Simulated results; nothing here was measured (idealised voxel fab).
Process module under the name voxel ribs on slabs
Each square cell in cross-section cut measures 5 nm, and the section as a whole is 160 nm wide.
Cross-section spec: square-cell grid; bands listed top down; each band is one or more rows. It is stipulated that each band's entry specify, in nanometres, the height of the top of the band and then that of its bottom, followed by the materials of the band in left-to-right sequence, each together with its width in nanometres. A single material marked by the word "edge to edge" is understood to fill the band from edge to edge; the word "empty" is understood to denote empty space. Basically, 0 is our baseline, since under it the wafer straight out of the box is all one material. The bottom band has no lower end and keeps on going down, so it looks like "top 0, no bottom". A two-number width, for instance "30 to 40", indicates that the width is equal to the first number in the top row of the band and to the second number in the bottom row, and that it changes by a constant amount per row of cells. You'll sometimes find "remained unchanged" written for a step, and that's the way of saying that nowhere in the cross-section did a cell change during that step. "Fully closed voids" enumerates empty spaces isolated from the top, with no open way to it, that contain at least 8 cells, giving each as width x height at distance from the left edge, all three in nm. Formally, on a step line, whatever follows the settings is a remark that the simulator itself makes on the step. When a step includes a mask, the "overlay nm" setting on its line states how far to the right of its planned place that mask lay, and negative values state how far to the left.
HERE'S WHAT THE PLANNED PROCESS STEPS LOOK LIKE
1 RECEIVE with material Si
2 DIRECTIONAL_DEP with material SiO2, thk nm 20
3 DIRECTIONAL_DEP with material polySi, thk nm 25
4 DIRECTIONAL_DEP with material aC, thk nm 10
5 PATTERN with tone cover, mask id RIB, material resist, width nm 30, thk nm 25, overlay nm 0
6 DIRECTIONAL_ETCH with etch materials aC, depth nm 10
7 STRIP with etch materials resist
8 DIRECTIONAL_ETCH with etch materials polySi, depth nm 5
9 STRIP with etch materials aC
10 DIRECTIONAL_DEP with material aC, thk nm 15
11 PATTERN with tone cover, mask id SLAB, material resist, width nm 80, thk nm 35, overlay nm 0
12 DIRECTIONAL_ETCH with etch materials aC, depth nm 15
13 STRIP with etch materials resist
14 DIRECTIONAL_ETCH with etch materials polySi, depth nm 20
15 STRIP with etch materials aC
16 FILL_DEP with material SiO2, thk nm 20
17 CMP with height nm 60
18 DIRECTIONAL_DEP with material W, thk nm 10
19 DIRECTIONAL_DEP with material aC, thk nm 15
20 PATTERN with tone cover, mask id HEATER, material resist, width nm 40, thk nm 30, overlay nm 0
21 DIRECTIONAL_ETCH with etch materials aC, depth nm 15
22 STRIP with etch materials resist
23 DIRECTIONAL_ETCH with etch materials W, depth nm 10
24 STRIP with etch materials aC
25 CONFORMAL_DEP with material SiO2, thk nm 10
SO THIS IS THE INCOMING WAFER IN CROSS-SECTION - IT'S ALREADY BEEN THROUGH STEP 1
    top 0, no bottom | Si edge to edge
    Fully closed voids: none
STARTING WAFER: ABOVE. PLAN: ABOVE. RUN: ONE MISTAKE. CROSS-SECTION AFTER THE MODULE: BELOW
    top 80, bottom 70 | empty (50), SiO2 (60), empty (50)
    top 70, bottom 60 | SiO2 (60), W (40), SiO2 (60)
    top 60, bottom 45 | SiO2 edge to edge
    top 45, bottom 40 | SiO2 (70), polySi (30), SiO2 (60)
    top 40, bottom 20 | SiO2 (40), polySi (80), SiO2 (40)
    top 20, bottom 0 | SiO2 edge to edge
    top 0, no bottom | Si edge to edge
    Fully closed voids: none
Deviation from plan: step 5 deviated from plan and actually ran as PATTERN with tone cover, mask id RIB, material resist, width nm 30, thk nm 25, overlay nm 5
